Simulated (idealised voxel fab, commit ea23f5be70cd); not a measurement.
voxel released beams: a process module
For reference, the cross-section in this document is cut, with width 205 nm and square cells of 5 nm.
Format of a cross-section: grid, square cells. Given as bands. Order: top down. Band: one or more rows of cells. The band entry comprises the height of the band's top followed by the height of its bottom, expressed in nm, and subsequently the band's materials from left to right, each stated together with its width in nm. Where a single material is marked with the word "throughout", that material fills the band from edge to edge. The word "air" represents empty space. For the purposes of this specification, 0 denotes the height below which the wafer in its as-received condition is composed wholly of one material, and the lowermost band, lacking a lower limit, extends downward without end, as expressed in "0 and below". Width "30 to 40": first value at the band's top row of cells, second value at its bottom row, equal change from row to row. The cross-section has no changed cell in any step marked "same as before". "Enclosed empty spaces" lists enclosed empty spaces (at least 8 cells, no open path upward to the top), each as width x height at distance from the left edge, in nm. What comes after the settings on a step's line is commentary from the simulator itself on that step. overlay nm: right-of-plan distance of the mask on a masked step; negative values mean left-of-plan.

Planned step list for the process
1 op RECEIVE | material Si
2 op CONFORMAL_DEP | material SiN | thk nm 5
3 op DIRECTIONAL_DEP | material SiO2 | thk nm 15
4 op PATTERN | tone open | mask id ANCHOR | material resist | width nm 35 | thk nm 20 | overlay nm 0
5 op DIRECTIONAL_ETCH | etch materials SiO2 | depth nm 15
6 op STRIP | etch materials resist
7 op CONFORMAL_DEP | material TiN | thk nm 15
8 op PATTERN | tone cover | mask id BEAM | material resist | width nm 105 | thk nm 15 | overlay nm 0
9 op DIRECTIONAL_ETCH | etch materials TiN | depth nm 15
10 op STRIP | etch materials resist
11 op STRIP | etch materials SiO2

Shown in cross-section is the wafer as received, that is, as it stands after step 1
	0 and below = Si throughout
	Enclosed empty spaces: none

Cross-section, first of two wafers, end of module, run as planned
	35 down to 20 = 45 air / 20 TiN / 5 air / 80 TiN / 55 air
	20 down to 5 = 50 air / 35 TiN / 120 air
	5 down to 0 = SiN throughout
	0 and below = Si throughout
	Enclosed empty spaces: none

Wafer two cross-section, module end. Start and plan unchanged from wafer one; one mistake made during the run
	50 down to 35 = 45 air / 105 TiN / 55 air
	35 down to 20 = TiN throughout
	20 down to 5 = 50 SiO2 / 35 TiN / 120 SiO2
	5 down to 0 = SiN throughout
	0 and below = Si throughout
	Enclosed empty spaces: none
What was done differently from what was planned? the plan's step 7 ran twice
FYI, end of process, the second wafer has more or fewer cells of some materials than the first: 102 more of SiO2; 126 more of TiN
